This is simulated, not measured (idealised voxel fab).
Process module name: voxel capacitor over wiring
Displayed cross-section: cut, width of 300 nm, square cells sized 5 nm.
This document writes a cross-section as a grid whose cells are square, and gives it as bands, listed from the top down; one or more rows of cells form a band. Look at the band entry: it leads with the top's height and the bottom's height in nm. Then it lists the materials left to right, with a width in nm for each. The word "full width" on a single material says that material fills the band edge to edge. The word "blank" is empty space. Convention: height 0 is the level below which the wafer, as received, is all one material. The lowest band does not terminate at the bottom but continues downward, represented as "z 0 and below". Width "30->40": first value at the band's top row of cells, second value at its bottom row, equal change from row to row. Basically "no change" means that step didn't change any cell in the cross-section. The list in "Enclosed cavities" covers empty spaces of 8 cells or more that cannot reach the top through any open way, and it gives each as width x height at distance; the distance is from the left edge, and width, height and distance are in nm. The remark found on a step's line after its settings is issued by the simulator itself and pertains to that step. "overlay nm" answers the question of how far to the right of plan the mask lay on a step that has a mask, and when it is negative the answer is to the left.
# Here's what the planned process steps look like
step 1: RECEIVE | material Si
step 2: CONFORMAL_DEP | material SiO2 | thk nm 15
step 3: DIRECTIONAL_DEP | material TiN | thk nm 5
step 4: DIRECTIONAL_DEP | material W | thk nm 20
step 5: MASKED_ETCH | tone cover | mask id METAL_1 | width nm 20 | pitch nm 85 | etch materials W | depth nm 20 | overlay nm 0
step 6: MASKED_ETCH | tone cover | mask id METAL_1 | width nm 20 | pitch nm 85 | etch materials TiN | depth nm 5 | overlay nm 0
step 7: CONFORMAL_DEP | material SiCN | thk nm 5
step 8: FILL_DEP | material lowk | thk nm 5
step 9: CMP | height nm 40
step 10: CONFORMAL_DEP | material SiCN | thk nm 5
step 11: DIRECTIONAL_DEP | material SiO2 | thk nm 20
step 12: PATTERN | tone open | mask id PLUG_1 | material resist | width nm 15 | thk nm 20 | overlay nm 0
step 13: DIRECTIONAL_ETCH | etch materials SiO2 | depth nm 20
step 14: DIRECTIONAL_ETCH | etch materials SiCN | depth nm 5
step 15: STRIP | etch materials resist
step 16: CONFORMAL_DEP | material TiN | thk nm 5
step 17: FILL_DEP | material Cu | thk nm 10
step 18: CMP | height nm 65
step 19: DIRECTIONAL_DEP | material TiN | thk nm 10
step 20: DIRECTIONAL_DEP | material HfO2 | thk nm 5
step 21: DIRECTIONAL_DEP | material TiN | thk nm 10
step 22: DIRECTIONAL_DEP | material aC | thk nm 15
step 23: PATTERN | tone cover | mask id UPPER_PLATE | material resist | width nm 70 | thk nm 30 | overlay nm 0
step 24: DIRECTIONAL_ETCH | etch materials aC | depth nm 15
step 25: STRIP | etch materials resist
step 26: DIRECTIONAL_ETCH | etch materials TiN | depth nm 10
step 27: DIRECTIONAL_ETCH | etch materials HfO2 | depth nm 5
step 28: STRIP | etch materials aC
step 29: MASKED_ETCH | tone cover | mask id LOWER_PLATE | width nm 80 | etch materials TiN | depth nm 10 | overlay nm 0
step 30: FILL_DEP | material SiO2 | thk nm 15
step 31: CMP | height nm 100
step 32: PATTERN | tone open | mask id PLUG_2 | material resist | width nm 15 | thk nm 20 | overlay nm 0
step 33: DIRECTIONAL_ETCH | etch materials SiO2 | depth nm 10
step 34: STRIP | etch materials resist
step 35: CONFORMAL_DEP | material TiN | thk nm 5
step 36: FILL_DEP | material W | thk nm 5
step 37: CMP | height nm 100
step 38: CONFORMAL_DEP | material SiCN | thk nm 5
# As-received state of the wafer in cross-section, equivalent to post-step 1
	z 0 and below | Si full width
	Enclosed cavities: none
# The cross-section shown corresponds to the wafer at the conclusion of the module. The initial structure and the process plan are those presented above; however, one mistake occurred in executing the plan
	z 105 to 100 | SiCN full width
	z 100 to 95 | 110 of SiO2  5 of TiN  5 of SiCN  5 of TiN  175 of SiO2
	z 95 to 90 | 110 of SiO2  15 of TiN  175 of SiO2
	z 90 to 80 | 100 of SiO2  70 of TiN  130 of SiO2
	z 80 to 75 | 100 of SiO2  70 of HfO2  130 of SiO2
	z 75 to 65 | 95 of SiO2  80 of TiN  125 of SiO2
	z 65 to 45 | 100 of SiO2  5 of TiN  5 of Cu  5 of TiN  185 of SiO2
	z 45 to 40 | 100 of SiCN  15 of TiN  185 of SiCN
	z 40 to 20 | 90 of lowk  5 of SiCN  20 of W  5 of SiCN  55 of lowk  5 of SiCN  20 of W  5 of SiCN  95 of lowk
	z 20 to 15 | 95 of SiCN  20 of TiN  65 of SiCN  20 of TiN  100 of SiCN
	z 15 to 0 | SiO2 full width
	z 0 and below | Si full width
	Enclosed cavities: none
what went wrong: in deviation from the planned setting, step 36 was conducted as FILL_DEP | material SiCN | thk nm 5
